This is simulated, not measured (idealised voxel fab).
The process module presented herein is designated voxel transistor to metal.
Section shown: cut. Width: 165 nm. Cell size: 5 nm, square.
Throughout this document, each cross-section is represented as a grid of square cells and is presented as a sequence of bands enumerated from the top downward, where a band comprises one or more rows of cells.
In this notation a band is specified by the heights of its top and bottom, in that order and in nm, after which its materials appear from left to right, each paired with its width in nm. The word "edge to edge" attached to a single material means that material fills the band from edge to edge; the word "empty" stands for empty space.
Measure heights from 0. That's the level where, below it, the as-received wafer is all one material. The lowest band is bottomless and extends downward; write it as in "top 0, no bottom".
You'd read "30->40" like this: the band's top row of cells is as wide as the first number, its bottom row is as wide as the second, and going down, every row changes width by the same amount as the row before did.
It should be understood that the words "nothing changed", when stated for a given step, signify that the cross-section underwent no change in any of its cells during that step.
Each empty space that has no open way to the top and spans at least 8 cells appears under "Enclosed void catalog" as width x height at distance, the distance counted from the left edge, all in nm.
That trailing text on a step's line, after the settings, is the simulator's own remark on the step.
overlay nm: right-of-plan distance of the mask on a masked step; negative values mean left-of-plan.
Below you will find pairs of cross-sections. In each, one shows the wafer before one process step and the other after it, with the after view ending at the lowest band that changed. Under each pair is the step separating them, along with its settings. Do not assume the pairs form a chain: they can come from different runs of this module on the same starting wafer, and a pair continues from the pair above it only when its "Snapshot before" entry says so.

### Snapshot before
- top 35, bottom 25: 15 nm polySi; 60 nm empty; 15 nm SiCN; 60 nm empty; 15 nm polySi
- top 25, bottom 10: polySi edge to edge
- top 10, bottom 0: 15 nm SiO2; 135 nm polySi; 15 nm SiO2
- top 0, bottom -5: SiO2 edge to edge
- top -5, bottom -20: 20 nm SiO2; 125 nm Si; 20 nm SiO2
- top -20, no bottom: Si edge to edge
- Enclosed void catalog: none

### Post-Process View
- top 35, bottom 25: 75 nm empty; 15 nm SiCN; 75 nm empty
- top 25, bottom 10: 75 nm empty; 15 nm polySi; 75 nm empty
- top 10, bottom 0: 15 nm SiO2; 60 nm empty; 15 nm polySi; 60 nm empty; 15 nm SiO2
- Everything under 0 stays put, no change at all.
- Enclosed void catalog: none
The process step separating the two cross-sections depicted above is as follows: MASKED_ETCH: tone cover, mask id GATE, width nm 15, etch materials polySi, depth nm 35, overlay nm 0

Snapshot before: after-step cross-section of the pair just above applies.

### Post-Process View
- top 40, bottom 35: 70 nm empty; 25 nm SiO2; 70 nm empty
- top 35, bottom 25: 70 nm empty; 5 nm SiO2; 15 nm SiCN; 5 nm SiO2; 70 nm empty
- top 25, bottom 15: 70 nm empty; 5 nm SiO2; 15 nm polySi; 5 nm SiO2; 70 nm empty
- top 15, bottom 5: 20 nm SiO2; 50 nm empty; 5 nm SiO2; 15 nm polySi; 5 nm SiO2; 50 nm empty; 20 nm SiO2
- top 5, bottom 0: 75 nm SiO2; 15 nm polySi; 75 nm SiO2
- Everything under 0 stays put, no change at all.
- Enclosed void catalog: none
The process step separating the two cross-sections depicted above is as follows: CONFORMAL_DEP: material SiO2, thk nm 5

Snapshot before: after-step cross-section of the pair just above applies.

### Post-Process View
- top 35, bottom 25: 70 nm empty; 5 nm SiO2; 15 nm SiCN; 5 nm SiO2; 70 nm empty
- top 25, bottom 10: 70 nm empty; 5 nm SiO2; 15 nm polySi; 5 nm SiO2; 70 nm empty
- top 10, bottom 0: 20 nm SiO2; 50 nm empty; 5 nm SiO2; 15 nm polySi; 5 nm SiO2; 50 nm empty; 20 nm SiO2
- Everything under 0 stays put, no change at all.
- Enclosed void catalog: none
The process step separating the two cross-sections depicted above is as follows: DIRECTIONAL_ETCH: etch materials SiO2, depth nm 5

Snapshot before: after-step cross-section of the pair just above applies.

### Post-Process View
- top 45, bottom 35: 60 nm empty; 45 nm SiN; 60 nm empty
- top 35, bottom 25: 60 nm empty; 10 nm SiN; 5 nm SiO2; 15 nm SiCN; 5 nm SiO2; 10 nm SiN; 60 nm empty
- top 25, bottom 20: 60 nm empty; 10 nm SiN; 5 nm SiO2; 15 nm polySi; 5 nm SiO2; 10 nm SiN; 60 nm empty
- top 20, bottom 10: 30 nm SiN; 30 nm empty; 10 nm SiN; 5 nm SiO2; 15 nm polySi; 5 nm SiO2; 10 nm SiN; 30 nm empty; 30 nm SiN
- top 10, bottom 0: 20 nm SiO2; 50 nm SiN; 5 nm SiO2; 15 nm polySi; 5 nm SiO2; 50 nm SiN; 20 nm SiO2
- Everything under 0 stays put, no change at all.
- Enclosed void catalog: none
The process step separating the two cross-sections depicted above is as follows: CONFORMAL_DEP: material SiN, thk nm 10

Snapshot before: after-step cross-section of the pair just above applies.

### Post-Process View
- top 35, bottom 25: 60 nm empty; 10 nm SiN; 5 nm SiO2; 15 nm SiCN; 5 nm SiO2; 10 nm SiN; 60 nm empty
- top 25, bottom 10: 60 nm empty; 10 nm SiN; 5 nm SiO2; 15 nm polySi; 5 nm SiO2; 10 nm SiN; 60 nm empty
- top 10, bottom 0: 20 nm SiO2; 10 nm SiN; 30 nm empty; 10 nm SiN; 5 nm SiO2; 15 nm polySi; 5 nm SiO2; 10 nm SiN; 30 nm empty; 10 nm SiN; 20 nm SiO2
- Everything under 0 stays put, no change at all.
- Enclosed void catalog: none
The process step separating the two cross-sections depicted above is as follows: DIRECTIONAL_ETCH: etch materials SiN, depth nm 10

Snapshot before: after-step cross-section of the pair just above applies.

### Post-Process View
- top 35, bottom 30: 60 nm empty; 10 nm SiN; 5 nm empty; 15 nm SiCN; 5 nm empty; 10 nm SiN; 60 nm empty
- top 30, bottom 25: 60 nm empty; 10 nm SiN; 5 nm SiO2; 15 nm SiCN; 5 nm SiO2; 10 nm SiN; 60 nm empty
- top 25, bottom 10: 60 nm empty; 10 nm SiN; 5 nm SiO2; 15 nm polySi; 5 nm SiO2; 10 nm SiN; 60 nm empty
- top 10, bottom 5: 20 nm empty; 10 nm SiN; 30 nm empty; 10 nm SiN; 5 nm SiO2; 15 nm polySi; 5 nm SiO2; 10 nm SiN; 30 nm empty; 10 nm SiN; 20 nm empty
- top 5, bottom 0: 20 nm SiO2; 10 nm SiN; 30 nm empty; 10 nm SiN; 5 nm SiO2; 15 nm polySi; 5 nm SiO2; 10 nm SiN; 30 nm empty; 10 nm SiN; 20 nm SiO2
- top 0, bottom -5: 30 nm SiO2; 30 nm empty; 45 nm SiO2; 30 nm empty; 30 nm SiO2
- Everything under -5 stays put, no change at all.
- Enclosed void catalog: none
The process step separating the two cross-sections depicted above is as follows: DIRECTIONAL_ETCH: etch materials SiO2, depth nm 5

Snapshot before: after-step cross-section of the pair just above applies.

### Post-Process View
- top 35, bottom 30: 60 nm empty; 10 nm SiN; 5 nm empty; 15 nm SiCN; 5 nm empty; 10 nm SiN; 60 nm empty
- top 30, bottom 25: 60 nm empty; 10 nm SiN; 5 nm SiO2; 15 nm SiCN; 5 nm SiO2; 10 nm SiN; 60 nm empty
- top 25, bottom 10: 60 nm empty; 10 nm SiN; 5 nm SiO2; 15 nm polySi; 5 nm SiO2; 10 nm SiN; 60 nm empty
- top 10, bottom 5: 20 nm empty; 10 nm SiN; 30 nm empty; 10 nm SiN; 5 nm SiO2; 15 nm polySi; 5 nm SiO2; 10 nm SiN; 30 nm empty; 10 nm SiN; 20 nm empty
- top 5, bottom 0: 20 nm SiO2; 10 nm SiN; 30 nm empty; 10 nm SiN; 5 nm SiO2; 15 nm polySi; 5 nm SiO2; 10 nm SiN; 30 nm empty; 10 nm SiN; 20 nm SiO2
- top 0, bottom -5: 30 nm SiO2; 30 nm empty; 45 nm SiO2; 30 nm empty; 30 nm SiO2
- top -5, bottom -10: 20 nm SiO2; 10 nm Si; 30 nm empty; 45 nm Si; 30 nm empty; 10 nm Si; 20 nm SiO2
- Everything under -10 stays put, no change at all.
- Enclosed void catalog: none
The process step separating the two cross-sections depicted above is as follows: DIRECTIONAL_ETCH: etch materials Si, depth nm 5

Snapshot before: after-step cross-section of the pair just above applies.

### Post-Process View
- top 35, bottom 30: 60 nm empty; 10 nm SiN; 5 nm empty; 15 nm SiCN; 5 nm empty; 10 nm SiN; 60 nm empty
- top 30, bottom 25: 60 nm empty; 10 nm SiN; 5 nm SiO2; 15 nm SiCN; 5 nm SiO2; 10 nm SiN; 60 nm empty
- top 25, bottom 10: 60 nm empty; 10 nm SiN; 5 nm SiO2; 15 nm polySi; 5 nm SiO2; 10 nm SiN; 60 nm empty
- top 10, bottom 5: 20 nm empty; 10 nm SiN; 30 nm empty; 10 nm SiN; 5 nm SiO2; 15 nm polySi; 5 nm SiO2; 10 nm SiN; 30 nm empty; 10 nm SiN; 20 nm empty
- top 5, bottom 0: 20 nm SiO2; 10 nm SiN; 10 nm nSi; 10 nm empty; 10 nm nSi; 10 nm SiN; 5 nm SiO2; 15 nm polySi; 5 nm SiO2; 10 nm SiN; 10 nm nSi; 10 nm empty; 10 nm nSi; 10 nm SiN; 20 nm SiO2
- top 0, bottom -5: 30 nm SiO2; 30 nm nSi; 45 nm SiO2; 30 nm nSi; 30 nm SiO2
- top -5, bottom -10: 20 nm SiO2; 10 nm Si; 30 nm nSi; 45 nm Si; 30 nm nSi; 10 nm Si; 20 nm SiO2
- Everything under -10 stays put, no change at all.
- Enclosed void catalog: none
The process step separating the two cross-sections depicted above is as follows: EPI: material nSi, thk nm 10

Snapshot before: after-step cross-section of the pair just above applies.

### Post-Process View
- top 45, bottom 35: SiO2 edge to edge
- top 35, bottom 25: 60 nm SiO2; 10 nm SiN; 5 nm SiO2; 15 nm SiCN; 5 nm SiO2; 10 nm SiN; 60 nm SiO2
- top 25, bottom 10: 60 nm SiO2; 10 nm SiN; 5 nm SiO2; 15 nm polySi; 5 nm SiO2; 10 nm SiN; 60 nm SiO2
- top 10, bottom 5: 20 nm SiO2; 10 nm SiN; 30 nm SiO2; 10 nm SiN; 5 nm SiO2; 15 nm polySi; 5 nm SiO2; 10 nm SiN; 30 nm SiO2; 10 nm SiN; 20 nm SiO2
- top 5, bottom 0: 20 nm SiO2; 10 nm SiN; 10 nm nSi; 10 nm SiO2; 10 nm nSi; 10 nm SiN; 5 nm SiO2; 15 nm polySi; 5 nm SiO2; 10 nm SiN; 10 nm nSi; 10 nm SiO2; 10 nm nSi; 10 nm SiN; 20 nm SiO2
- Everything under 0 stays put, no change at all.
- Enclosed void catalog: none
The process step separating the two cross-sections depicted above is as follows: FILL_DEP: material SiO2, thk nm 10

Snapshot before: after-step cross-section of the pair just above applies.

### Post-Process View
- top 35, bottom 25: 60 nm SiO2; 10 nm SiN; 5 nm SiO2; 15 nm SiCN; 5 nm SiO2; 10 nm SiN; 60 nm SiO2
- Everything under 25 stays put, no change at all.
- Enclosed void catalog: none
The process step separating the two cross-sections depicted above is as follows: CMP: height nm 35

Snapshot before: after-step cross-section of the pair just above applies.

### Post-Process View
- top 50, bottom 35: SiO2 edge to edge
- Everything under 35 stays put, no change at all.
- Enclosed void catalog: none
The process step separating the two cross-sections depicted above is as follows: DIRECTIONAL_DEP: material SiO2, thk nm 15

Snapshot before: after-step cross-section of the pair just above applies.

### Post-Process View
- top 70, bottom 50: 35 nm resist; 20 nm empty; 55 nm resist; 20 nm empty; 35 nm resist
- Everything under 50 stays put, no change at all.
- Enclosed void catalog: none
The process step separating the two cross-sections depicted above is as follows: PATTERN: tone open, mask id CONTACT, material resist, width nm 20, pitch nm 75, thk nm 20, overlay nm 0

Snapshot before: after-step cross-section of the pair just above applies.

### Post-Process View
- top 70, bottom 50: 35 nm resist; 20 nm empty; 55 nm resist; 20 nm empty; 35 nm resist
- top 50, bottom 35: 35 nm SiO2; 20 nm empty; 55 nm SiO2; 20 nm empty; 35 nm SiO2
- top 35, bottom 25: 35 nm SiO2; 20 nm empty; 5 nm SiO2; 10 nm SiN; 5 nm SiO2; 15 nm SiCN; 5 nm SiO2; 10 nm SiN; 5 nm SiO2; 20 nm empty; 35 nm SiO2
- top 25, bottom 10: 35 nm SiO2; 20 nm empty; 5 nm SiO2; 10 nm SiN; 5 nm SiO2; 15 nm polySi; 5 nm SiO2; 10 nm SiN; 5 nm SiO2; 20 nm empty; 35 nm SiO2
- top 10, bottom 5: 20 nm SiO2; 10 nm SiN; 5 nm SiO2; 20 nm empty; 5 nm SiO2; 10 nm SiN; 5 nm SiO2; 15 nm polySi; 5 nm SiO2; 10 nm SiN; 5 nm SiO2; 20 nm empty; 5 nm SiO2; 10 nm SiN; 20 nm SiO2
- top 5, bottom 0: 20 nm SiO2; 10 nm SiN; 10 nm nSi; 10 nm empty; 10 nm nSi; 10 nm SiN; 5 nm SiO2; 15 nm polySi; 5 nm SiO2; 10 nm SiN; 10 nm nSi; 10 nm empty; 10 nm nSi; 10 nm SiN; 20 nm SiO2
- Everything under 0 stays put, no change at all.
- Enclosed void catalog: none
The process step separating the two cross-sections depicted above is as follows: DIRECTIONAL_ETCH: etch materials SiO2, depth nm 50

Snapshot before: after-step cross-section of the pair just above applies.

### Post-Process View
- top 50, bottom 35: 35 nm SiO2; 20 nm empty; 55 nm SiO2; 20 nm empty; 35 nm SiO2
- Everything under 35 stays put, no change at all.
- Enclosed void catalog: none
The process step separating the two cross-sections depicted above is as follows: STRIP: etch materials resist

Snapshot before: after-step cross-section of the pair just above applies.

### Post-Process View
- top 55, bottom 50: 40 nm TiN; 10 nm empty; 65 nm TiN; 10 nm empty; 40 nm TiN
- top 50, bottom 35: 35 nm SiO2; 5 nm TiN; 10 nm empty; 5 nm TiN; 55 nm SiO2; 5 nm TiN; 10 nm empty; 5 nm TiN; 35 nm SiO2
- top 35, bottom 25: 35 nm SiO2; 5 nm TiN; 10 nm empty; 5 nm TiN; 5 nm SiO2; 10 nm SiN; 5 nm SiO2; 15 nm SiCN; 5 nm SiO2; 10 nm SiN; 5 nm SiO2; 5 nm TiN; 10 nm empty; 5 nm TiN; 35 nm SiO2
- top 25, bottom 10: 35 nm SiO2; 5 nm TiN; 10 nm empty; 5 nm TiN; 5 nm SiO2; 10 nm SiN; 5 nm SiO2; 15 nm polySi; 5 nm SiO2; 10 nm SiN; 5 nm SiO2; 5 nm TiN; 10 nm empty; 5 nm TiN; 35 nm SiO2
- top 10, bottom 5: 20 nm SiO2; 10 nm SiN; 5 nm SiO2; 20 nm TiN; 5 nm SiO2; 10 nm SiN; 5 nm SiO2; 15 nm polySi; 5 nm SiO2; 10 nm SiN; 5 nm SiO2; 20 nm TiN; 5 nm SiO2; 10 nm SiN; 20 nm SiO2
- top 5, bottom 0: 20 nm SiO2; 10 nm SiN; 10 nm nSi; 10 nm TiN; 10 nm nSi; 10 nm SiN; 5 nm SiO2; 15 nm polySi; 5 nm SiO2; 10 nm SiN; 10 nm nSi; 10 nm TiN; 10 nm nSi; 10 nm SiN; 20 nm SiO2
- Everything under 0 stays put, no change at all.
- Enclosed void catalog: none
The process step separating the two cross-sections depicted above is as follows: CONFORMAL_DEP: material TiN, thk nm 5

Snapshot before: after-step cross-section of the pair just above applies.

### Post-Process View
- top 65, bottom 55: Ru edge to edge
- top 55, bottom 50: 40 nm TiN; 10 nm Ru; 65 nm TiN; 10 nm Ru; 40 nm TiN
- top 50, bottom 35: 35 nm SiO2; 5 nm TiN; 10 nm Ru; 5 nm TiN; 55 nm SiO2; 5 nm TiN; 10 nm Ru; 5 nm TiN; 35 nm SiO2
- top 35, bottom 25: 35 nm SiO2; 5 nm TiN; 10 nm Ru; 5 nm TiN; 5 nm SiO2; 10 nm SiN; 5 nm SiO2; 15 nm SiCN; 5 nm SiO2; 10 nm SiN; 5 nm SiO2; 5 nm TiN; 10 nm Ru; 5 nm TiN; 35 nm SiO2
- top 25, bottom 10: 35 nm SiO2; 5 nm TiN; 10 nm Ru; 5 nm TiN; 5 nm SiO2; 10 nm SiN; 5 nm SiO2; 15 nm polySi; 5 nm SiO2; 10 nm SiN; 5 nm SiO2; 5 nm TiN; 10 nm Ru; 5 nm TiN; 35 nm SiO2
- Everything under 10 stays put, no change at all.
- Enclosed void catalog: none
The process step separating the two cross-sections depicted above is as follows: FILL_DEP: material Ru, thk nm 10

Snapshot before: after-step cross-section of the pair just above applies.

### Post-Process View
- top 50, bottom 35: 35 nm SiO2; 5 nm TiN; 10 nm Ru; 5 nm TiN; 55 nm SiO2; 5 nm TiN; 10 nm Ru; 5 nm TiN; 35 nm SiO2
- Everything under 35 stays put, no change at all.
- Enclosed void catalog: none
The process step separating the two cross-sections depicted above is as follows: CMP: height nm 50

Snapshot before: after-step cross-section of the pair just above applies.

### Post-Process View
- top 55, bottom 50: SiN edge to edge
- Everything under 50 stays put, no change at all.
- Enclosed void catalog: none
The process step separating the two cross-sections depicted above is as follows: CONFORMAL_DEP: material SiN, thk nm 5

Snapshot before: after-step cross-section of the pair just above applies.

### Post-Process View
- top 70, bottom 55: lowk edge to edge
- Everything under 55 stays put, no change at all.
- Enclosed void catalog: none
The process step separating the two cross-sections depicted above is as follows: DIRECTIONAL_DEP: material lowk, thk nm 15

Snapshot before: after-step cross-section of the pair just above applies.

### Post-Process View
- top 85, bottom 70: 35 nm resist; 20 nm empty; 55 nm resist; 20 nm empty; 35 nm resist
- Everything under 70 stays put, no change at all.
- Enclosed void catalog: none
The process step separating the two cross-sections depicted above is as follows: PATTERN: tone open, mask id METAL_1, material resist, width nm 20, pitch nm 75, thk nm 15, overlay nm 0

Snapshot before: after-step cross-section of the pair just above applies.

### Post-Process View
- top 85, bottom 70: 35 nm resist; 20 nm empty; 55 nm resist; 20 nm empty; 35 nm resist
- top 70, bottom 55: 35 nm lowk; 20 nm empty; 55 nm lowk; 20 nm empty; 35 nm lowk
- Everything under 55 stays put, no change at all.
- Enclosed void catalog: none
The process step separating the two cross-sections depicted above is as follows: DIRECTIONAL_ETCH: etch materials lowk, depth nm 15

Snapshot before: after-step cross-section of the pair just above applies.

### Post-Process View
- top 85, bottom 70: 35 nm resist; 20 nm empty; 55 nm resist; 20 nm empty; 35 nm resist
- top 70, bottom 55: 35 nm lowk; 20 nm empty; 55 nm lowk; 20 nm empty; 35 nm lowk
- top 55, bottom 50: 35 nm SiN; 20 nm empty; 55 nm SiN; 20 nm empty; 35 nm SiN
- Everything under 50 stays put, no change at all.
- Enclosed void catalog: none
The process step separating the two cross-sections depicted above is as follows: DIRECTIONAL_ETCH: etch materials SiN, depth nm 5

Snapshot before: after-step cross-section of the pair just above applies.

### Post-Process View
- top 70, bottom 55: 35 nm lowk; 20 nm empty; 55 nm lowk; 20 nm empty; 35 nm lowk
- Everything under 55 stays put, no change at all.
- Enclosed void catalog: none
The process step separating the two cross-sections depicted above is as follows: STRIP: etch materials resist

Snapshot before: after-step cross-section of the pair just above applies.

### Post-Process View
- top 75, bottom 70: 40 nm TiN; 10 nm empty; 65 nm TiN; 10 nm empty; 40 nm TiN
- top 70, bottom 55: 35 nm lowk; 5 nm TiN; 10 nm empty; 5 nm TiN; 55 nm lowk; 5 nm TiN; 10 nm empty; 5 nm TiN; 35 nm lowk
- top 55, bottom 50: 35 nm SiN; 20 nm TiN; 55 nm SiN; 20 nm TiN; 35 nm SiN
- Everything under 50 stays put, no change at all.
- Enclosed void catalog: none
The process step separating the two cross-sections depicted above is as follows: CONFORMAL_DEP: material TiN, thk nm 5

Snapshot before: after-step cross-section of the pair just above applies.

### Post-Process View
- top 80, bottom 75: Ru edge to edge
- top 75, bottom 70: 40 nm TiN; 10 nm Ru; 65 nm TiN; 10 nm Ru; 40 nm TiN
- top 70, bottom 55: 35 nm lowk; 5 nm TiN; 10 nm Ru; 5 nm TiN; 55 nm lowk; 5 nm TiN; 10 nm Ru; 5 nm TiN; 35 nm lowk
- Everything under 55 stays put, no change at all.
- Enclosed void catalog: none
The process step separating the two cross-sections depicted above is as follows: FILL_DEP: material Ru, thk nm 5

Snapshot before: after-step cross-section of the pair just above applies.

### Post-Process View
- top 70, bottom 55: 35 nm lowk; 5 nm TiN; 10 nm Ru; 5 nm TiN; 55 nm lowk; 5 nm TiN; 10 nm Ru; 5 nm TiN; 35 nm lowk
- Everything under 55 stays put, no change at all.
- Enclosed void catalog: none
The process step separating the two cross-sections depicted above is as follows: CMP: height nm 70

Snapshot before: after-step cross-section of the pair just above applies.

### Post-Process View
- top 75, bottom 70: SiCN edge to edge
- Everything under 70 stays put, no change at all.
- Enclosed void catalog: none
The process step separating the two cross-sections depicted above is as follows: CONFORMAL_DEP: material SiCN, thk nm 5

Snapshot before: after-step cross-section of the pair just above applies.

### Post-Process View
- top 100, bottom 75: lowk edge to edge
- Everything under 75 stays put, no change at all.
- Enclosed void catalog: none
The process step separating the two cross-sections depicted above is as follows: DIRECTIONAL_DEP: material lowk, thk nm 25

Snapshot before: after-step cross-section of the pair just above applies.

### Post-Process View
- top 100, bottom 75: 35 nm lowk; 15 nm empty; 60 nm lowk; 15 nm empty; 40 nm lowk
- Everything under 75 stays put, no change at all.
- Enclosed void catalog: none
The process step separating the two cross-sections depicted above is as follows: MASKED_ETCH: tone open, mask id METAL_2_HOLES, width nm 15, pitch nm 75, etch materials lowk, depth nm 25, overlay nm 0

Snapshot before: after-step cross-section of the pair just above applies.

### Post-Process View
- top 110, bottom 100: 35 nm aC; 15 nm empty; 60 nm aC; 15 nm empty; 40 nm aC
- top 100, bottom 85: 35 nm lowk; 15 nm empty; 60 nm lowk; 15 nm empty; 40 nm lowk
- top 85, bottom 75: 35 nm lowk; 15 nm aC; 60 nm lowk; 15 nm aC; 40 nm lowk
- Everything under 75 stays put, no change at all.
- Enclosed void catalog: none
The process step separating the two cross-sections depicted above is as follows: DIRECTIONAL_DEP: material aC, thk nm 10

Snapshot before: after-step cross-section of the pair just above applies.

### Post-Process View
- top 135, bottom 110: 35 nm resist; 20 nm empty; 55 nm resist; 20 nm empty; 35 nm resist
- Everything under 110 stays put, no change at all.
- Enclosed void catalog: none
The process step separating the two cross-sections depicted above is as follows: PATTERN: tone open, mask id METAL_2, material resist, width nm 20, pitch nm 75, thk nm 25, overlay nm 0

Snapshot before: after-step cross-section of the pair just above applies.

### Post-Process View
- top 125, bottom 110: 35 nm resist; 20 nm empty; 55 nm resist; 20 nm empty; 35 nm resist
- top 110, bottom 100: 35 nm aC; 20 nm empty; 55 nm aC; 20 nm empty; 35 nm aC
- top 100, bottom 75: 35 nm lowk; 15 nm empty; 60 nm lowk; 15 nm empty; 40 nm lowk
- Everything under 75 stays put, no change at all.
- Enclosed void catalog: none
The process step separating the two cross-sections depicted above is as follows: DIRECTIONAL_ETCH: etch materials aC, depth nm 10

Snapshot before: after-step cross-section of the pair just above applies.

### Post-Process View
- top 110, bottom 100: 35 nm aC; 20 nm empty; 55 nm aC; 20 nm empty; 35 nm aC
- Everything under 100 stays put, no change at all.
- Enclosed void catalog: none
The process step separating the two cross-sections depicted above is as follows: STRIP: etch materials resist

Snapshot before: after-step cross-section of the pair just above applies.

### Post-Process View
- top 110, bottom 100: 35 nm aC; 20 nm empty; 55 nm aC; 20 nm empty; 35 nm aC
- top 100, bottom 85: 35 nm lowk; 20 nm empty; 55 nm lowk; 20 nm empty; 35 nm lowk
- Everything under 85 stays put, no change at all.
- Enclosed void catalog: none
The process step separating the two cross-sections depicted above is as follows: DIRECTIONAL_ETCH: etch materials lowk, depth nm 15

Snapshot before: after-step cross-section of the pair just above applies.

### Post-Process View
- top 110, bottom 100: 35 nm aC; 20 nm empty; 55 nm aC; 20 nm empty; 35 nm aC
- top 100, bottom 85: 35 nm lowk; 20 nm empty; 55 nm lowk; 20 nm empty; 35 nm lowk
- top 85, bottom 75: 35 nm lowk; 15 nm empty; 60 nm lowk; 15 nm empty; 40 nm lowk
- top 75, bottom 70: 35 nm SiCN; 15 nm empty; 60 nm SiCN; 15 nm empty; 40 nm SiCN
- Everything under 70 stays put, no change at all.
- Enclosed void catalog: none
The process step separating the two cross-sections depicted above is as follows: DIRECTIONAL_ETCH: etch materials SiCN, depth nm 5

Snapshot before: after-step cross-section of the pair just above applies.

### Post-Process View
- top 100, bottom 85: 35 nm lowk; 20 nm empty; 55 nm lowk; 20 nm empty; 35 nm lowk
- Everything under 85 stays put, no change at all.
- Enclosed void catalog: none
The process step separating the two cross-sections depicted above is as follows: STRIP: etch materials aC

Snapshot before: after-step cross-section of the pair just above applies.

### Post-Process View
- top 105, bottom 100: 40 nm TiN; 10 nm empty; 65 nm TiN; 10 nm empty; 40 nm TiN
- top 100, bottom 90: 35 nm lowk; 5 nm TiN; 10 nm empty; 5 nm TiN; 55 nm lowk; 5 nm TiN; 10 nm empty; 5 nm TiN; 35 nm lowk
- top 90, bottom 85: 35 nm lowk; 5 nm TiN; 5 nm empty; 10 nm TiN; 55 nm lowk; 5 nm TiN; 5 nm empty; 10 nm TiN; 35 nm lowk
- top 85, bottom 75: 35 nm lowk; 5 nm TiN; 5 nm empty; 5 nm TiN; 60 nm lowk; 5 nm TiN; 5 nm empty; 5 nm TiN; 40 nm lowk
- top 75, bottom 70: 35 nm SiCN; 15 nm TiN; 60 nm SiCN; 15 nm TiN; 40 nm SiCN
- Everything under 70 stays put, no change at all.
- Enclosed void catalog: none
The process step separating the two cross-sections depicted above is as follows: CONFORMAL_DEP: material TiN, thk nm 5

Snapshot before: after-step cross-section of the pair just above applies.

### Post-Process View
- top 115, bottom 105: Ru edge to edge
- top 105, bottom 100: 40 nm TiN; 10 nm Ru; 65 nm TiN; 10 nm Ru; 40 nm TiN
- top 100, bottom 90: 35 nm lowk; 5 nm TiN; 10 nm Ru; 5 nm TiN; 55 nm lowk; 5 nm TiN; 10 nm Ru; 5 nm TiN; 35 nm lowk
- top 90, bottom 85: 35 nm lowk; 5 nm TiN; 5 nm Ru; 10 nm TiN; 55 nm lowk; 5 nm TiN; 5 nm Ru; 10 nm TiN; 35 nm lowk
- top 85, bottom 75: 35 nm lowk; 5 nm TiN; 5 nm Ru; 5 nm TiN; 60 nm lowk; 5 nm TiN; 5 nm Ru; 5 nm TiN; 40 nm lowk
- Everything under 75 stays put, no change at all.
- Enclosed void catalog: none
The process step separating the two cross-sections depicted above is as follows: FILL_DEP: material Ru, thk nm 10

Snapshot before: after-step cross-section of the pair just above applies.

### Post-Process View
- top 100, bottom 90: 35 nm lowk; 5 nm TiN; 10 nm Ru; 5 nm TiN; 55 nm lowk; 5 nm TiN; 10 nm Ru; 5 nm TiN; 35 nm lowk
- Everything under 90 stays put, no change at all.
- Enclosed void catalog: none
The process step separating the two cross-sections depicted above is as follows: CMP: height nm 100

Snapshot before: after-step cross-section of the pair just above applies.

### Post-Process View
- top 105, bottom 100: SiCN edge to edge
- Everything under 100 stays put, no change at all.
- Enclosed void catalog: none
The process step separating the two cross-sections depicted above is as follows: CONFORMAL_DEP: material SiCN, thk nm 5

### Snapshot before
- top 70, bottom 55: lowk edge to edge
- top 55, bottom 50: SiN edge to edge
- top 50, bottom 35: 35 nm SiO2; 5 nm TiN; 10 nm Ru; 5 nm TiN; 55 nm SiO2; 5 nm TiN; 10 nm Ru; 5 nm TiN; 35 nm SiO2
- top 35, bottom 25: 35 nm SiO2; 5 nm TiN; 10 nm Ru; 5 nm TiN; 5 nm SiO2; 10 nm SiN; 5 nm SiO2; 15 nm SiCN; 5 nm SiO2; 10 nm SiN; 5 nm SiO2; 5 nm TiN; 10 nm Ru; 5 nm TiN; 35 nm SiO2
- top 25, bottom 10: 35 nm SiO2; 5 nm TiN; 10 nm Ru; 5 nm TiN; 5 nm SiO2; 10 nm SiN; 5 nm SiO2; 15 nm polySi; 5 nm SiO2; 10 nm SiN; 5 nm SiO2; 5 nm TiN; 10 nm Ru; 5 nm TiN; 35 nm SiO2
- top 10, bottom 5: 25 nm SiO2; 10 nm SiN; 20 nm TiN; 5 nm SiO2; 10 nm SiN; 5 nm SiO2; 15 nm polySi; 5 nm SiO2; 10 nm SiN; 5 nm SiO2; 20 nm TiN; 10 nm SiN; 25 nm SiO2
- top 5, bottom 0: 25 nm SiO2; 10 nm SiN; 10 nm nSi; 5 nm TiN; 10 nm nSi; 10 nm SiN; 5 nm SiO2; 15 nm polySi; 5 nm SiO2; 10 nm SiN; 10 nm nSi; 5 nm TiN; 10 nm nSi; 10 nm SiN; 25 nm SiO2
- top 0, bottom -5: 35 nm SiO2; 25 nm nSi; 45 nm SiO2; 25 nm nSi; 35 nm SiO2
- top -5, bottom -10: 25 nm SiO2; 10 nm Si; 25 nm nSi; 45 nm Si; 25 nm nSi; 10 nm Si; 25 nm SiO2
- top -10, bottom -20: 25 nm SiO2; 115 nm Si; 25 nm SiO2
- top -20, no bottom: Si edge to edge
- Enclosed void catalog: none

### Post-Process View
- top 85, bottom 70: 30 nm resist; 20 nm empty; 55 nm resist; 20 nm empty; 40 nm resist
- Everything under 70 stays put, no change at all.
- Enclosed void catalog: none
The process step separating the two cross-sections depicted above is as follows: PATTERN: tone open, mask id METAL_1, material resist, width nm 20, pitch nm 75, thk nm 15, overlay nm -5

Snapshot before: after-step cross-section of the pair just above applies.

### Post-Process View
- top 85, bottom 70: 30 nm resist; 20 nm empty; 55 nm resist; 20 nm empty; 40 nm resist
- top 70, bottom 55: 30 nm lowk; 20 nm empty; 55 nm lowk; 20 nm empty; 40 nm lowk
- Everything under 55 stays put, no change at all.
- Enclosed void catalog: none
The process step separating the two cross-sections depicted above is as follows: DIRECTIONAL_ETCH: etch materials lowk, depth nm 15

Snapshot before: after-step cross-section of the pair just above applies.

### Post-Process View
- top 85, bottom 70: 30 nm resist; 20 nm empty; 55 nm resist; 20 nm empty; 40 nm resist
- top 70, bottom 55: 30 nm lowk; 20 nm empty; 55 nm lowk; 20 nm empty; 40 nm lowk
- top 55, bottom 50: 30 nm SiN; 20 nm empty; 55 nm SiN; 20 nm empty; 40 nm SiN
- Everything under 50 stays put, no change at all.
- Enclosed void catalog: none
The process step separating the two cross-sections depicted above is as follows: DIRECTIONAL_ETCH: etch materials SiN, depth nm 5

Snapshot before: after-step cross-section of the pair just above applies.

### Post-Process View
- top 70, bottom 55: 30 nm lowk; 20 nm empty; 55 nm lowk; 20 nm empty; 40 nm lowk
- Everything under 55 stays put, no change at all.
- Enclosed void catalog: none
The process step separating the two cross-sections depicted above is as follows: STRIP: etch materials resist
